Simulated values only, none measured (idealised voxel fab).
Name of the process module below: voxel ribs on slabs
It is cross-section cut that appears here, measuring 140 nm in width, its square cells being 5 nm in size.
In what follows, cross-sections appear as grids of square cells, described through bands that run from the top down, where every band is one or more rows of cells. Basically the band line says how high the top is and how high the bottom is, in nm, and then what's in it from left to right, every material with its width in nm. Empty space shows up as "air", and if a single material carries "everywhere" it runs the full band edge to edge. All heights in this document are referenced to 0, defined as the level beneath which the wafer, as received, consists entirely of one material. The lowest band is not bounded below; it extends indefinitely downward and is written in the form "from 0 down". Top row gets the first number, bottom row gets the second, and each row in between changes by the same step: that is how a band width like "30..40" works. The cross-section has no changed cell in any step marked "no modification". "Closed void catalog": sealed empty spaces, 8 cells or more, no open way to top, listed width x height at distance, with distance from the left edge and width, height and distance in nm. Note: text after step settings on the step line = simulator remark on that step. A step line may carry the setting "overlay nm", which, for steps involving a mask, states the distance by which the mask lay to the right of its intended position; negative values denote displacement to the left.

Planned process steps
| 1 | RECEIVE | material Si |
| 2 | DIRECTIONAL_DEP | material SiO2 | thk nm 30 |
| 3 | DIRECTIONAL_DEP | material SiN | thk nm 20 |
| 4 | MASKED_ETCH | tone cover | mask id RIB | width nm 20 | etch materials SiN | depth nm 5 | overlay nm 0 |
| 5 | PATTERN | tone cover | mask id SLAB | material resist | width nm 50 | thk nm 15 | overlay nm 0 |
| 6 | DIRECTIONAL_ETCH | etch materials SiN | depth nm 15 |
| 7 | STRIP | etch materials resist |
| 8 | FILL_DEP | material SiO2 | thk nm 25 |
| 9 | CMP | height nm 65 |
| 10 | DIRECTIONAL_DEP | material W | thk nm 10 |
| 11 | DIRECTIONAL_DEP | material aC | thk nm 15 |
| 12 | PATTERN | tone cover | mask id HEATER | material resist | width nm 30 | thk nm 35 | overlay nm 0 |
| 13 | DIRECTIONAL_ETCH | etch materials aC | depth nm 15 |
| 14 | STRIP | etch materials resist |
| 15 | DIRECTIONAL_ETCH | etch materials W | depth nm 10 |
| 16 | STRIP | etch materials aC |
| 17 | CONFORMAL_DEP | material SiN | thk nm 5 |

Wafer as received: cross-section following step 1
- from 0 down  Si everywhere
- Closed void catalog: none

The following cross-section depicts the wafer upon conclusion of the module. Processing commenced from the starting condition illustrated above and adhered to the plan illustrated above, save for one mistake in execution
- from 80 to 75  air 50 nm, SiN 40 nm, air 50 nm
- from 75 to 70  air 50 nm, SiN 5 nm, W 30 nm, SiN 5 nm, air 50 nm
- from 70 to 65  SiN 55 nm, W 30 nm, SiN 55 nm
- from 65 to 50  SiO2 everywhere
- from 50 to 45  SiO2 50 nm, SiN 20 nm, SiO2 70 nm
- from 45 to 30  SiO2 45 nm, SiN 50 nm, SiO2 45 nm
- from 30 to 0  SiO2 everywhere
- from 0 down  Si everywhere
- Closed void catalog: none
Short version of what went wrong: step 4 was processed under conditions differing from the plan, specifically as MASKED_ETCH | tone cover | mask id RIB | width nm 20 | etch materials SiN | depth nm 5 | overlay nm -10
